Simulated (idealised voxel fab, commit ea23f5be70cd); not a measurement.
process module | voxel capacitor over wiring
cross-section cut | 145 nm wide | cells 5 nm
A cross-section is a grid of square cells, given in bands from the top down. A band is one or more rows of cells.
Each band's line starts with the height of the band's top and of its bottom, in nm. Then come its materials from left to right, each with its width in nm. One material with "throughout" fills the band from edge to edge. "air" is empty space.
Height 0 is the level under which the wafer as received is all one material. The lowest band goes on downwards, as in "0 down".
A width such as "30 to 40" changes by the same amount from each row of cells to the next, from the band's top row to its bottom row.
"no change" after a step means that no cell of the cross-section changed.
closed voids: empty space of 8 cells or more with no open way to the top, each as width x height at its distance from the left edge, in nm
after a step's settings: what the simulator itself notes on the step
overlay nm, on a step with a mask: how far to the right of its planned place the mask lay; to the left if negative
plan
1 op RECEIVE | material Si
2 op CONFORMAL_DEP | material SiO2 | thk nm 15
3 op DIRECTIONAL_DEP | material TiN | thk nm 5
4 op DIRECTIONAL_DEP | material W | thk nm 15
5 op DIRECTIONAL_DEP | material aC | thk nm 10
6 op PATTERN | tone cover | mask id METAL_1 | material resist | width nm 30 | pitch nm 85 | thk nm 30 | overlay nm 0
7 op DIRECTIONAL_ETCH | etch materials aC | depth nm 10
8 op STRIP | etch materials resist
9 op DIRECTIONAL_ETCH | etch materials W | depth nm 15
10 op DIRECTIONAL_ETCH | etch materials TiN | depth nm 5
11 op STRIP | etch materials aC
12 op FILL_DEP | material lowk | thk nm 5
13 op CMP | height nm 35
14 op CONFORMAL_DEP | material SiCN | thk nm 5
15 op DIRECTIONAL_DEP | material lowk | thk nm 20
16 op PATTERN | tone open | mask id PLUG_1 | material resist | width nm 15 | thk nm 15 | overlay nm 0
17 op DIRECTIONAL_ETCH | etch materials lowk | depth nm 20
18 op DIRECTIONAL_ETCH | etch materials SiCN | depth nm 5
19 op STRIP | etch materials resist
20 op EPI | material Ru | thk nm 10
21 op EPI | material Ru | thk nm 10
22 op EPI | material Ru | thk nm 5
23 op DIRECTIONAL_DEP | material TiN | thk nm 5
24 op DIRECTIONAL_DEP | material HfO2 | thk nm 5
25 op DIRECTIONAL_DEP | material TiN | thk nm 10
26 op MASKED_ETCH | tone cover | mask id UPPER_PLATE | width nm 60 | etch materials TiN | depth nm 10 | overlay nm 0
27 op MASKED_ETCH | tone cover | mask id UPPER_PLATE | width nm 60 | etch materials HfO2 | depth nm 5 | overlay nm 0
28 op DIRECTIONAL_DEP | material aC | thk nm 15
29 op PATTERN | tone cover | mask id LOWER_PLATE | material resist | width nm 70 | thk nm 30 | overlay nm 0
30 op DIRECTIONAL_ETCH | etch materials aC | depth nm 15
31 op STRIP | etch materials resist
32 op DIRECTIONAL_ETCH | etch materials TiN | depth nm 5
33 op STRIP | etch materials aC
34 op FILL_DEP | material SiO2 | thk nm 20
35 op CMP | height nm 95
36 op DIRECTIONAL_DEP | material aC | thk nm 15
37 op PATTERN | tone open | mask id PLUG_2 | material resist | width nm 15 | thk nm 30 | overlay nm 0
38 op DIRECTIONAL_ETCH | etch materials aC | depth nm 15
39 op STRIP | etch materials resist
40 op DIRECTIONAL_ETCH | etch materials SiO2 | depth nm 15
41 op STRIP | etch materials aC
42 op CONFORMAL_DEP | material TiN | thk nm 5
43 op FILL_DEP | material Ru | thk nm 5
44 op CMP | height nm 95
45 op CONFORMAL_DEP | material SiCN | thk nm 5
first wafer, as planned
as received, after step 1
  0 down: Si throughout
  closed voids: none
after step 2
  15 to 0: SiO2 throughout
  below 0: unchanged
after step 3
  20 to 15: TiN throughout
  below 15: unchanged
after step 4
  35 to 20: W throughout
  below 20: unchanged
after step 5
  45 to 35: aC throughout
  below 35: unchanged
after step 6
  75 to 45: air 15 | resist 30 | air 55 | resist 30 | air 15
  below 45: unchanged
after step 7
  65 to 45: air 15 | resist 30 | air 55 | resist 30 | air 15
  45 to 35: air 15 | aC 30 | air 55 | aC 30 | air 15
  below 35: unchanged
after step 8
  45 to 35: air 15 | aC 30 | air 55 | aC 30 | air 15
  below 35: unchanged
after step 9
  45 to 35: air 15 | aC 30 | air 55 | aC 30 | air 15
  35 to 20: air 15 | W 30 | air 55 | W 30 | air 15
  below 20: unchanged
after step 10
  45 to 35: air 15 | aC 30 | air 55 | aC 30 | air 15
  35 to 20: air 15 | W 30 | air 55 | W 30 | air 15
  20 to 15: air 15 | TiN 30 | air 55 | TiN 30 | air 15
  below 15: unchanged
after step 11
  35 to 20: air 15 | W 30 | air 55 | W 30 | air 15
  below 20: unchanged
after step 12
  40 to 35: lowk throughout
  35 to 20: lowk 15 | W 30 | lowk 55 | W 30 | lowk 15
  20 to 15: lowk 15 | TiN 30 | lowk 55 | TiN 30 | lowk 15
  below 15: unchanged
after step 13
  35 to 20: lowk 15 | W 30 | lowk 55 | W 30 | lowk 15
  below 20: unchanged
after step 14
  40 to 35: SiCN throughout
  below 35: unchanged
after step 15
  60 to 40: lowk throughout
  below 40: unchanged
after step 16
  75 to 60: resist 30 | air 15 | resist 100
  below 60: unchanged
after step 17
  75 to 60: resist 30 | air 15 | resist 100
  60 to 40: lowk 30 | air 15 | lowk 100
  below 40: unchanged
after step 18
  75 to 60: resist 30 | air 15 | resist 100
  60 to 40: lowk 30 | air 15 | lowk 100
  40 to 35: SiCN 30 | air 15 | SiCN 100
  below 35: unchanged
after step 19
  60 to 40: lowk 30 | air 15 | lowk 100
  below 40: unchanged
after step 20
  60 to 45: lowk 30 | air 15 | lowk 100
  45 to 40: lowk 30 | Ru 15 | lowk 100
  40 to 35: SiCN 30 | Ru 15 | SiCN 100
  below 35: unchanged
after step 21
  60 to 55: lowk 30 | air 15 | lowk 100
  55 to 40: lowk 30 | Ru 15 | lowk 100
  below 40: unchanged
after step 22
  60 to 40: lowk 30 | Ru 15 | lowk 100
  below 40: unchanged
after step 23
  65 to 60: TiN throughout
  below 60: unchanged
after step 24
  70 to 65: HfO2 throughout
  below 65: unchanged
after step 25
  80 to 70: TiN throughout
  below 70: unchanged
after step 26
  80 to 70: air 30 | TiN 60 | air 55
  below 70: unchanged
after step 27
  80 to 70: air 30 | TiN 60 | air 55
  70 to 65: air 30 | HfO2 60 | air 55
  below 65: unchanged
after step 28
  95 to 80: air 30 | aC 60 | air 55
  80 to 70: aC 30 | TiN 60 | aC 55
  70 to 65: aC 30 | HfO2 60 | aC 55
  below 65: unchanged
after step 29
  125 to 95: air 25 | resist 70 | air 50
  95 to 80: air 25 | resist 5 | aC 60 | resist 5 | air 50
  below 80: unchanged
after step 30
  110 to 95: air 25 | resist 70 | air 50
  95 to 80: air 25 | resist 5 | aC 60 | resist 5 | air 50
  80 to 70: air 25 | aC 5 | TiN 60 | aC 5 | air 50
  70 to 65: air 25 | aC 5 | HfO2 60 | aC 5 | air 50
  below 65: unchanged
after step 31
  95 to 80: air 30 | aC 60 | air 55
  below 80: unchanged
after step 32
  95 to 80: air 30 | aC 60 | air 55
  80 to 70: air 25 | aC 5 | TiN 60 | aC 5 | air 50
  70 to 65: air 25 | aC 5 | HfO2 60 | aC 5 | air 50
  65 to 60: air 25 | TiN 70 | air 50
  below 60: unchanged
after step 33
  80 to 70: air 30 | TiN 60 | air 55
  70 to 65: air 30 | HfO2 60 | air 55
  below 65: unchanged
after step 34
  100 to 80: SiO2 throughout
  80 to 70: SiO2 30 | TiN 60 | SiO2 55
  70 to 65: SiO2 30 | HfO2 60 | SiO2 55
  65 to 60: SiO2 25 | TiN 70 | SiO2 50
  below 60: unchanged
after step 35
  95 to 80: SiO2 throughout
  below 80: unchanged
after step 36
  110 to 95: aC throughout
  below 95: unchanged
after step 37
  140 to 110: resist 40 | air 15 | resist 90
  below 110: unchanged
after step 38
  125 to 110: resist 40 | air 15 | resist 90
  110 to 95: aC 40 | air 15 | aC 90
  below 95: unchanged
after step 39
  110 to 95: aC 40 | air 15 | aC 90
  below 95: unchanged
after step 40
  110 to 95: aC 40 | air 15 | aC 90
  95 to 80: SiO2 40 | air 15 | SiO2 90
  below 80: unchanged
after step 41
  95 to 80: SiO2 40 | air 15 | SiO2 90
  below 80: unchanged
after step 42
  100 to 95: TiN 45 | air 5 | TiN 95
  95 to 85: SiO2 40 | TiN 5 | air 5 | TiN 5 | SiO2 90
  85 to 80: SiO2 40 | TiN 15 | SiO2 90
  below 80: unchanged
after step 43
  105 to 100: Ru throughout
  100 to 95: TiN 45 | Ru 5 | TiN 95
  95 to 85: SiO2 40 | TiN 5 | Ru 5 | TiN 5 | SiO2 90
  below 85: unchanged
after step 44
  95 to 85: SiO2 40 | TiN 5 | Ru 5 | TiN 5 | SiO2 90
  below 85: unchanged
after step 45
  100 to 95: SiCN throughout
  below 95: unchanged
second wafer: like start, like plan, one mistake. Through step 19 it matches the first wafer
when step 21 should have ended
  65 to 60: air 25 | Ru 25 | air 95
  60 to 40: lowk 30 | Ru 15 | lowk 100
  40 to 35: SiCN 30 | Ru 15 | SiCN 100
  below 35: unchanged
when step 22 should have ended
  70 to 60: air 20 | Ru 35 | air 90
  below 60: unchanged
when step 23 should have ended
  75 to 70: air 20 | TiN 35 | air 90
  70 to 65: air 20 | Ru 35 | air 90
  65 to 60: TiN 20 | Ru 35 | TiN 90
  below 60: unchanged
when step 24 should have ended
  80 to 75: air 20 | HfO2 35 | air 90
  75 to 70: air 20 | TiN 35 | air 90
  70 to 65: HfO2 20 | Ru 35 | HfO2 90
  below 65: unchanged
when step 25 should have ended
  90 to 80: air 20 | TiN 35 | air 90
  80 to 75: TiN 20 | HfO2 35 | TiN 90
  75 to 70: TiN throughout
  below 70: unchanged
when step 26 should have ended
  90 to 80: air 30 | TiN 25 | air 90
  80 to 75: air 20 | HfO2 35 | TiN 35 | air 55
  75 to 70: air 20 | TiN 70 | air 55
  below 70: unchanged
when step 27 should have ended
  90 to 80: air 30 | TiN 25 | air 90
  80 to 75: air 30 | HfO2 25 | TiN 35 | air 55
  75 to 70: air 20 | TiN 70 | air 55
  70 to 65: air 20 | Ru 35 | HfO2 35 | air 55
  below 65: unchanged
when step 28 should have ended
  105 to 95: air 30 | aC 25 | air 90
  95 to 90: air 30 | aC 60 | air 55
  90 to 80: air 20 | aC 10 | TiN 25 | aC 35 | air 55
  80 to 75: aC 30 | HfO2 25 | TiN 35 | aC 55
  75 to 70: aC 20 | TiN 70 | aC 55
  70 to 65: aC 20 | Ru 35 | HfO2 35 | aC 55
  below 65: unchanged
when step 29 should have ended
  135 to 105: air 25 | resist 70 | air 50
  105 to 95: air 25 | resist 5 | aC 25 | resist 40 | air 50
  95 to 90: air 25 | resist 5 | aC 60 | resist 5 | air 50
  90 to 80: air 20 | aC 10 | TiN 25 | aC 35 | resist 5 | air 50
  below 80: unchanged
when step 30 should have ended
  120 to 105: air 25 | resist 70 | air 50
  105 to 95: air 25 | resist 5 | aC 25 | resist 40 | air 50
  95 to 90: air 25 | resist 5 | aC 60 | resist 5 | air 50
  90 to 80: air 25 | aC 5 | TiN 25 | aC 35 | resist 5 | air 50
  80 to 75: air 25 | aC 5 | HfO2 25 | TiN 35 | aC 5 | air 50
  75 to 70: air 20 | TiN 70 | aC 5 | air 50
  70 to 65: air 20 | Ru 35 | HfO2 35 | aC 5 | air 50
  below 65: unchanged
when step 31 should have ended
  105 to 95: air 30 | aC 25 | air 90
  95 to 90: air 30 | aC 60 | air 55
  90 to 80: air 25 | aC 5 | TiN 25 | aC 35 | air 55
  below 80: unchanged
when step 32 should have ended
  105 to 95: air 30 | aC 25 | air 90
  95 to 90: air 30 | aC 60 | air 55
  90 to 80: air 25 | aC 5 | TiN 25 | aC 35 | air 55
  80 to 75: air 25 | aC 5 | HfO2 25 | TiN 35 | aC 5 | air 50
  75 to 70: air 25 | TiN 65 | aC 5 | air 50
  70 to 65: air 20 | Ru 35 | HfO2 35 | aC 5 | air 50
  65 to 60: air 20 | Ru 35 | TiN 40 | air 50
  below 60: unchanged
when step 33 should have ended
  90 to 80: air 30 | TiN 25 | air 90
  80 to 75: air 30 | HfO2 25 | TiN 35 | air 55
  75 to 70: air 25 | TiN 65 | air 55
  70 to 65: air 20 | Ru 35 | HfO2 35 | air 55
  below 65: unchanged
when step 34 should have ended
  110 to 90: SiO2 throughout
  90 to 80: SiO2 30 | TiN 25 | SiO2 90
  80 to 75: SiO2 30 | HfO2 25 | TiN 35 | SiO2 55
  75 to 70: SiO2 25 | TiN 65 | SiO2 55
  70 to 65: SiO2 20 | Ru 35 | HfO2 35 | SiO2 55
  65 to 60: SiO2 20 | Ru 35 | TiN 40 | SiO2 50
  below 60: unchanged
when step 35 should have ended
  95 to 90: SiO2 throughout
  below 90: unchanged
when step 36 should have ended
  110 to 95: aC throughout
  below 95: unchanged
when step 37 should have ended
  140 to 110: resist 40 | air 15 | resist 90
  below 110: unchanged
when step 38 should have ended
  125 to 110: resist 40 | air 15 | resist 90
  110 to 95: aC 40 | air 15 | aC 90
  below 95: unchanged
when step 39 should have ended
  110 to 95: aC 40 | air 15 | aC 90
  below 95: unchanged
when step 40 should have ended
  110 to 95: aC 40 | air 15 | aC 90
  95 to 90: SiO2 40 | air 15 | SiO2 90
  below 90: unchanged
when step 41 should have ended
  95 to 90: SiO2 40 | air 15 | SiO2 90
  below 90: unchanged
when step 42 should have ended
  100 to 95: TiN 45 | air 5 | TiN 95
  95 to 90: SiO2 40 | TiN 15 | SiO2 90
  below 90: unchanged
when step 43 should have ended
  105 to 100: Ru throughout
  100 to 95: TiN 45 | Ru 5 | TiN 95
  below 95: unchanged
when step 44 should have ended
  95 to 90: SiO2 40 | TiN 15 | SiO2 90
  below 90: unchanged
when step 45 should have ended
  100 to 95: SiCN throughout
  below 95: unchanged
what went wrong: one of the steps 20 and 21, which are alike, was run twice
at the end the second wafer has, in cells: 12 more of Ru | 8 fewer of SiO2 | 4 fewer of TiN
